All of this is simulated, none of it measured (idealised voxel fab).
Process module, titled voxel wiring stack
The cross-section on display is named cut; it measures 210 nm wide, and its cells are 5 nm squares.
Cross-section spec: square-cell grid; bands listed top down; each band is one or more rows. Heights first: top, then bottom, in nm. Then materials, left to right, each with a width in nm. "full width" on a single material: fills the band edge to edge. "empty": empty space. Height datum 0, below which the as-received substrate wafer is one material. Lowest band open at the bottom, running downward: "z 0 and below". Think of "30 to 40" as a width that walks from the first number to the second as you go down the band, top row to bottom row, taking equal-sized steps from row to row. Basically "changes: none" means that step didn't change any cell in the cross-section. So "Closed void roster" is basically the list of trapped voids: any empty space of 8 cells or more that can't reach the top through an opening. They're written width x height at distance, the distance being from the left edge, and it's all nm. Heads up: the bit after the settings on a step's line is the simulator's remark on that step. overlay nm: right-of-plan distance of the mask on a masked step; negative values mean left-of-plan.
The planned process steps are enumerated hereunder
1. RECEIVE [material Si]
2. CONFORMAL_DEP [material SiO2] [thk nm 10]
3. DIRECTIONAL_DEP [material TiN] [thk nm 5]
4. DIRECTIONAL_DEP [material W] [thk nm 25]
5. DIRECTIONAL_DEP [material aC] [thk nm 15]
6. PATTERN [tone cover] [mask id METAL_1] [material resist] [width nm 20] [pitch nm 45] [thk nm 35] [overlay nm 0]
7. DIRECTIONAL_ETCH [etch materials aC] [depth nm 15]
8. STRIP [etch materials resist]
9. DIRECTIONAL_ETCH [etch materials W] [depth nm 25]
10. DIRECTIONAL_ETCH [etch materials TiN] [depth nm 5]
11. STRIP [etch materials aC]
12. CONFORMAL_DEP [material SiN] [thk nm 5]
13. FILL_DEP [material lowk] [thk nm 5]
14. CMP [height nm 40]
15. CONFORMAL_DEP [material SiCN] [thk nm 5]
16. DIRECTIONAL_DEP [material lowk] [thk nm 15]
17. MASKED_ETCH [tone open] [mask id PLUG_1] [width nm 15] [pitch nm 45] [etch materials lowk] [depth nm 15] [overlay nm 0]
18. MASKED_ETCH [tone open] [mask id PLUG_1] [width nm 15] [pitch nm 45] [etch materials SiCN] [depth nm 5] [overlay nm 0]
19. CONFORMAL_DEP [material TiN] [thk nm 5]
20. FILL_DEP [material Ru] [thk nm 5]
21. CMP [height nm 60]
22. DIRECTIONAL_DEP [material TiN] [thk nm 5]
23. DIRECTIONAL_DEP [material W] [thk nm 20]
24. PATTERN [tone cover] [mask id METAL_2] [material resist] [width nm 20] [pitch nm 45] [thk nm 15] [overlay nm 0]
25. DIRECTIONAL_ETCH [etch materials W] [depth nm 20]
26. DIRECTIONAL_ETCH [etch materials TiN] [depth nm 5]
27. STRIP [etch materials resist]
28. CONFORMAL_DEP [material SiN] [thk nm 5]
29. FILL_DEP [material SiO2] [thk nm 5]
30. CMP [height nm 85]
31. CONFORMAL_DEP [material SiN] [thk nm 5]
Cross-section of the wafer upon arrival, representing the state reached after step 1
  z 0 and below  Si full width
  Closed void roster: none
End-of-module cross-section of the first of two wafers, processed as planned
  z 90 to 85  SiN full width
  z 85 to 65  20 nm SiO2 | 5 nm SiN | 20 nm W | 5 nm SiN | 15 nm SiO2 | 5 nm SiN | 20 nm W | 5 nm SiN | 15 nm SiO2 | 5 nm SiN | 20 nm W | 5 nm SiN | 15 nm SiO2 | 5 nm SiN | 20 nm W | 5 nm SiN | 25 nm SiO2
  z 65 to 60  25 nm SiN | 20 nm TiN | 25 nm SiN | 20 nm TiN | 25 nm SiN | 20 nm TiN | 25 nm SiN | 20 nm TiN | 30 nm SiN
  z 60 to 45  25 nm lowk | 5 nm TiN | 5 nm Ru | 5 nm TiN | 30 nm lowk | 5 nm TiN | 5 nm Ru | 5 nm TiN | 30 nm lowk | 5 nm TiN | 5 nm Ru | 5 nm TiN | 30 nm lowk | 5 nm TiN | 5 nm Ru | 5 nm TiN | 35 nm lowk
  z 45 to 40  25 nm SiCN | 15 nm TiN | 30 nm SiCN | 15 nm TiN | 30 nm SiCN | 15 nm TiN | 30 nm SiCN | 15 nm TiN | 35 nm SiCN
  z 40 to 15  20 nm lowk | 5 nm SiN | 20 nm W | 5 nm SiN | 15 nm lowk | 5 nm SiN | 20 nm W | 5 nm SiN | 15 nm lowk | 5 nm SiN | 20 nm W | 5 nm SiN | 15 nm lowk | 5 nm SiN | 20 nm W | 5 nm SiN | 25 nm lowk
  z 15 to 10  25 nm SiN | 20 nm TiN | 25 nm SiN | 20 nm TiN | 25 nm SiN | 20 nm TiN | 25 nm SiN | 20 nm TiN | 30 nm SiN
  z 10 to 0  SiO2 full width
  z 0 and below  Si full width
  Closed void roster: none
Wafer two, sectioned after the module: the first wafer's start, the first wafer's plan, and one mistake in how it was run
  z 90 to 85  SiN full width
  z 85 to 65  20 nm SiO2 | 5 nm SiN | 20 nm W | 5 nm SiN | 15 nm SiO2 | 5 nm SiN | 20 nm W | 5 nm SiN | 15 nm SiO2 | 5 nm SiN | 20 nm W | 5 nm SiN | 15 nm SiO2 | 5 nm SiN | 20 nm W | 5 nm SiN | 25 nm SiO2
  z 65 to 60  25 nm SiN | 20 nm TiN | 25 nm SiN | 20 nm TiN | 25 nm SiN | 20 nm TiN | 25 nm SiN | 20 nm TiN | 30 nm SiN
  z 60 to 45  25 nm lowk | 5 nm TiN | 5 nm Ru | 5 nm TiN | 30 nm lowk | 5 nm TiN | 5 nm Ru | 5 nm TiN | 30 nm lowk | 5 nm TiN | 5 nm Ru | 5 nm TiN | 30 nm lowk | 5 nm TiN | 5 nm Ru | 5 nm TiN | 35 nm lowk
  z 45 to 40  25 nm SiCN | 15 nm TiN | 30 nm SiCN | 15 nm TiN | 30 nm SiCN | 15 nm TiN | 30 nm SiCN | 15 nm TiN | 35 nm SiCN
  z 40 to 35  25 nm SiN | 20 nm TiN | 25 nm SiN | 20 nm TiN | 25 nm SiN | 20 nm TiN | 25 nm SiN | 20 nm TiN | 30 nm SiN
  z 35 to 10  W full width
  z 10 to 0  SiO2 full width
  z 0 and below  Si full width
  Closed void roster: none
Deviation noted in wafer processing: plan vs actual: 3 and 4 interchanged
In the final state, the cell counts of the second wafer exceed or fall short of those of the first for the following materials: -40 SiN, +130 W, -90 lowk
